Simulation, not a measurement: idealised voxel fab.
voxel released beams: a process module
Cross-sectional view cut (width: 245 nm; square cell size: 5 nm).
We lay out every cross-section as a grid of square cells and spell it out in bands from the top down, where one band means one or more rows of cells.
Heads up on the band format: heights come first, top then bottom, in nm. After that it's the materials left to right, each with its width in nm. A single material flagged "everywhere" fills the whole band edge to edge, and "air" means there's empty space there.
Beneath 0, the wafer as received is one material, and that level is where height counting begins. The lowest band goes on downward without a bottom; it is written like "from 0 down".
You'd read "30->40" like this: the band's top row of cells is as wide as the first number, its bottom row is as wide as the second, and going down, every row changes width by the same amount as the row before did.
Key: "remains unaltered" - step with no changed cell in the cross-section.
Each empty space that has no open way to the top and spans at least 8 cells appears under "Enclosed empty spaces" as width x height at distance, the distance counted from the left edge, all in nm.
That trailing text on a step's line, after the settings, is the simulator's own remark on the step.
overlay nm: for a step with a mask, the amount by which the mask lay right of where it was planned; a negative amount means left of it.

**Below is the list of planned process steps**
1 RECEIVE,material Si
2 CONFORMAL_DEP,material Al2O3,thk nm 5
3 DIRECTIONAL_DEP,material SiO2,thk nm 15
4 PATTERN,tone open,mask id ANCHOR,material resist,width nm 45,thk nm 15,overlay nm 0
5 DIRECTIONAL_ETCH,etch materials SiO2,depth nm 15
6 STRIP,etch materials resist
7 CONFORMAL_DEP,material W,thk nm 15
8 PATTERN,tone cover,mask id BEAM,material resist,width nm 105,thk nm 20,overlay nm 0
9 DIRECTIONAL_ETCH,etch materials W,depth nm 15
10 STRIP,etch materials resist
11 STRIP,etch materials SiO2

**Cross-section of the wafer as it came to us, i.e., already through step 1**
  from 0 down  Si everywhere
  Enclosed empty spaces: none

**Cross-section at module end, one run error; start and plan unchanged from above**
  from 35 to 20  air 65 nm; W 105 nm; air 75 nm
  from 20 to 15  Al2O3 everywhere
  from 15 to 0  SiO2 everywhere
  from 0 down  Si everywhere
  Enclosed empty spaces: none
Finding, execution versus plan: plan steps 2 and 3 run swapped
